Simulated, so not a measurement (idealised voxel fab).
Presented below is a process module, voxel air gaps.
Shown is cross-section cut, with a width of 165 nm and square cells of size 5 nm.
Cross-section, as written here: a square-cell grid given band by band from the top down, where a band holds one or more rows of cells. Quick guide to a band line: top height, bottom height (nm) up front; then every material left to right with its width in nm. Only one material and it's marked "all across"? Then it fills the band edge to edge. And "empty" just means empty space. Below 0: as-received wafer, all one material; heights counted from there. Lowest band: no bottom, goes on down, written "0 -> down". Per-row width for "30 to 40": begins at first number (top row of band), ends at second number (bottom row), increment between rows held constant. Key: "remained the same" - step with no changed cell in the cross-section. Empty spaces counting at least 8 cells and having no open way to the top are listed in "Fully enclosed voids". The notation width x height at distance is used for each, the distance being from the left edge and all three values in nm. Anything after a step's settings on that line? It's the simulator's own note about the step. When a step includes a mask, the "overlay nm" setting on its line states how far to the right of its planned place that mask lay, and negative values state how far to the left.
### Below is the list of planned process steps
- 1: RECEIVE: material Si
- 2: CONFORMAL_DEP: material SiO2, thk nm 10
- 3: CONFORMAL_DEP: material SiN, thk nm 5
- 4: DIRECTIONAL_DEP: material lowk, thk nm 35
- 5: PATTERN: tone open, mask id LINES, material resist, width nm 15, pitch nm 40, thk nm 15, overlay nm 0
- 6: DIRECTIONAL_ETCH: etch materials lowk, depth nm 35
- 7: STRIP: etch materials resist
- 8: CONFORMAL_DEP: material TiN, thk nm 5
- 9: FILL_DEP: material W, thk nm 5
- 10: CMP: height nm 50
- 11: EPI: material Ru, thk nm 10
- 12: SELECTIVE_ETCH: etch materials lowk, depth nm 45
- 13: CONFORMAL_DEP: material SiCN, thk nm 5
### Below: the first of two wafers, run as planned
### The cross-section here shows the wafer as received, i.e. in its state after step 1
- 0 -> down | Si all across
- Fully enclosed voids: none
### Wafer after step 2 (cross-section)
- 10 -> 0 | SiO2 all across
- Under 0: no change, same as before.
### Wafer after step 3 (cross-section)
- 15 -> 10 | SiN all across
- Under 10: no change, same as before.
### Wafer after step 4 (cross-section)
- 50 -> 15 | lowk all across
- Under 15: no change, same as before.
### Wafer after step 5 (cross-section)
- 65 -> 50 | resist 35 nm / empty 15 nm / resist 25 nm / empty 15 nm / resist 25 nm / empty 15 nm / resist 35 nm
- Under 50: no change, same as before.
### Wafer after step 6 (cross-section)
- 65 -> 50 | resist 35 nm / empty 15 nm / resist 25 nm / empty 15 nm / resist 25 nm / empty 15 nm / resist 35 nm
- 50 -> 15 | lowk 35 nm / empty 15 nm / lowk 25 nm / empty 15 nm / lowk 25 nm / empty 15 nm / lowk 35 nm
- Under 15: no change, same as before.
### Wafer after step 7 (cross-section)
- 50 -> 15 | lowk 35 nm / empty 15 nm / lowk 25 nm / empty 15 nm / lowk 25 nm / empty 15 nm / lowk 35 nm
- Under 15: no change, same as before.
### Wafer after step 8 (cross-section)
- 55 -> 50 | TiN 40 nm / empty 5 nm / TiN 35 nm / empty 5 nm / TiN 35 nm / empty 5 nm / TiN 40 nm
- 50 -> 20 | lowk 35 nm / TiN 5 nm / empty 5 nm / TiN 5 nm / lowk 25 nm / TiN 5 nm / empty 5 nm / TiN 5 nm / lowk 25 nm / TiN 5 nm / empty 5 nm / TiN 5 nm / lowk 35 nm
- 20 -> 15 | lowk 35 nm / TiN 15 nm / lowk 25 nm / TiN 15 nm / lowk 25 nm / TiN 15 nm / lowk 35 nm
- Under 15: no change, same as before.
### Wafer after step 9 (cross-section)
- 60 -> 55 | W all across
- 55 -> 50 | TiN 40 nm / W 5 nm / TiN 35 nm / W 5 nm / TiN 35 nm / W 5 nm / TiN 40 nm
- 50 -> 20 | lowk 35 nm / TiN 5 nm / W 5 nm / TiN 5 nm / lowk 25 nm / TiN 5 nm / W 5 nm / TiN 5 nm / lowk 25 nm / TiN 5 nm / W 5 nm / TiN 5 nm / lowk 35 nm
- Under 20: no change, same as before.
### Wafer after step 10 (cross-section)
- 50 -> 20 | lowk 35 nm / TiN 5 nm / W 5 nm / TiN 5 nm / lowk 25 nm / TiN 5 nm / W 5 nm / TiN 5 nm / lowk 25 nm / TiN 5 nm / W 5 nm / TiN 5 nm / lowk 35 nm
- Under 20: no change, same as before.
### Wafer after step 11 (cross-section)
- 60 -> 50 | empty 25 nm / Ru 35 nm / empty 5 nm / Ru 35 nm / empty 5 nm / Ru 35 nm / empty 25 nm
- Under 50: no change, same as before.
### Wafer after step 12 (cross-section)
- 60 -> 50 | empty 25 nm / Ru 35 nm / empty 5 nm / Ru 35 nm / empty 5 nm / Ru 35 nm / empty 25 nm
- 50 -> 20 | empty 35 nm / TiN 5 nm / W 5 nm / TiN 5 nm / empty 25 nm / TiN 5 nm / W 5 nm / TiN 5 nm / empty 25 nm / TiN 5 nm / W 5 nm / TiN 5 nm / empty 35 nm
- 20 -> 15 | empty 35 nm / TiN 15 nm / empty 25 nm / TiN 15 nm / empty 25 nm / TiN 15 nm / empty 35 nm
- Under 15: no change, same as before.
### Wafer after step 13 (cross-section)
- 65 -> 60 | empty 20 nm / SiCN 125 nm / empty 20 nm
- 60 -> 50 | empty 20 nm / SiCN 5 nm / Ru 35 nm / SiCN 5 nm / Ru 35 nm / SiCN 5 nm / Ru 35 nm / SiCN 5 nm / empty 20 nm
- 50 -> 45 | empty 20 nm / SiCN 15 nm / TiN 5 nm / W 5 nm / TiN 5 nm / SiCN 25 nm / TiN 5 nm / W 5 nm / TiN 5 nm / SiCN 25 nm / TiN 5 nm / W 5 nm / TiN 5 nm / SiCN 15 nm / empty 20 nm
- 45 -> 20 | empty 30 nm / SiCN 5 nm / TiN 5 nm / W 5 nm / TiN 5 nm / SiCN 5 nm / empty 15 nm / SiCN 5 nm / TiN 5 nm / W 5 nm / TiN 5 nm / SiCN 5 nm / empty 15 nm / SiCN 5 nm / TiN 5 nm / W 5 nm / TiN 5 nm / SiCN 5 nm / empty 30 nm
- 20 -> 15 | SiCN 35 nm / TiN 15 nm / SiCN 25 nm / TiN 15 nm / SiCN 25 nm / TiN 15 nm / SiCN 35 nm
- Under 15: no change, same as before.
- Fully enclosed voids: 15 x 25 at 55; 15 x 25 at 95
### Second wafer: same start and same plan as the first, one execution error; identical to the first through step 3
### Second wafer shown in cross-section at the time step 4 was slated to end
- 50 -> 10 | SiN all across
- Under 10: no change, same as before.
### Second wafer shown in cross-section at the time step 5 was slated to end
- 65 -> 50 | resist 35 nm / empty 15 nm / resist 25 nm / empty 15 nm / resist 25 nm / empty 15 nm / resist 35 nm
- Under 50: no change, same as before.
Second wafer shown in cross-section at the time step 6 was slated to end: remained the same
### Second wafer shown in cross-section at the time step 7 was slated to end
- 50 -> 10 | SiN all across
- Under 10: no change, same as before.
### Second wafer shown in cross-section at the time step 8 was slated to end
- 55 -> 50 | TiN all across
- Under 50: no change, same as before.
### Second wafer shown in cross-section at the time step 9 was slated to end
- 60 -> 55 | W all across
- Under 55: no change, same as before.
### Second wafer shown in cross-section at the time step 10 was slated to end
- 50 -> 10 | SiN all across
- Under 10: no change, same as before.
Second wafer shown in cross-section at the time step 11 was slated to end: remained the same
Second wafer shown in cross-section at the time step 12 was slated to end: remained the same
### Second wafer shown in cross-section at the time step 13 was slated to end
- 55 -> 50 | SiCN all across
- Under 50: no change, same as before.
What went wrong in running the wafer? the process deviated at step 4: the operation and settings actually run there were DIRECTIONAL_DEP: material SiN, thk nm 35
Heads up, by the end the second wafer has more or fewer cells of some materials compared to the first: 42 fewer of Ru; 70 fewer of SiCN; 231 more of SiN; 45 fewer of TiN; 18 fewer of W
Closed void count at end of process - first wafer: 2; second wafer: 0.
